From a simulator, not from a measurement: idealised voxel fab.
The following is a process module called voxel fin reveal.
FYI the section here is cut, 285 nm wide, cells are 5 nm squares.
Cross-section format: a grid of square cells, given as bands from top to bottom; each band is one or more rows of cells.
Top height, bottom height, nm. Materials left to right, width each, nm. Single material + "full width" = fills band edge to edge. "air" = empty.
Measure heights from 0. That's the level where, below it, the as-received wafer is all one material. The lowest band is bottomless and extends downward; write it as in "0 nm and below".
Quick explanation for "30..40": the width changes in equal steps down the rows of cells, from the first number in the band's top row to the second number in its bottom row.
Basically "all unchanged" means that step didn't change any cell in the cross-section.
Look at "Sealed void listing" for the closed voids: empty spaces with no open path to the top, sized 8 cells or up. Each is width x height at distance, distance from the left edge, all nm.
Post-settings text on a step line: simulator's own remark regarding the step.
You can add "overlay nm" to a step's line. For a step with a mask, it describes how far the mask lay to the right of its planned position, and a negative number describes a lay to the left.
## Process steps foreseen in the plan
1: RECEIVE (material Si)
2: CONFORMAL_DEP (material SiN; thk nm 5)
3: MASKED_ETCH (tone cover; mask id FINS; width nm 15; pitch nm 45; etch materials SiN; depth nm 5; overlay nm 0)
4: MASKED_ETCH (tone cover; mask id FINS; width nm 15; pitch nm 45; etch materials Si; depth nm 40; overlay nm -15)
5: FILL_DEP (material SiO2; thk nm 5)
6: CMP (height nm 5)
7: SELECTIVE_ETCH (etch materials SiO2; depth nm 30)
8: STRIP (etch materials SiN)
Keep in mind the plan's value for the overlay nm of step 4 comes from the first wafer; the wafers don't share that setting, but they do share the same starting point.
## first wafer as received, after step 1
> 0 nm and below  Si full width
> Sealed void listing: none
## Heads up, this table goes wafer by wafer. A row tells you, at the end of the module, how many cells of each material that wafer has put on (+) or dropped (-) since it was received, and then its closed voids
overlay nm -15, -360 Si, +135 SiO2, Sealed void listing: none
overlay nm -10, -376 Si, +141 SiO2, Sealed void listing: none
overlay nm -5, -392 Si, +147 SiO2, Sealed void listing: none
overlay nm 0, -408 Si, +153 SiO2, Sealed void listing: none
overlay nm 5, -392 Si, +147 SiO2, Sealed void listing: none
overlay nm 10, -376 Si, +141 SiO2, Sealed void listing: none
overlay nm 15, -360 Si, +135 SiO2, Sealed void listing: none
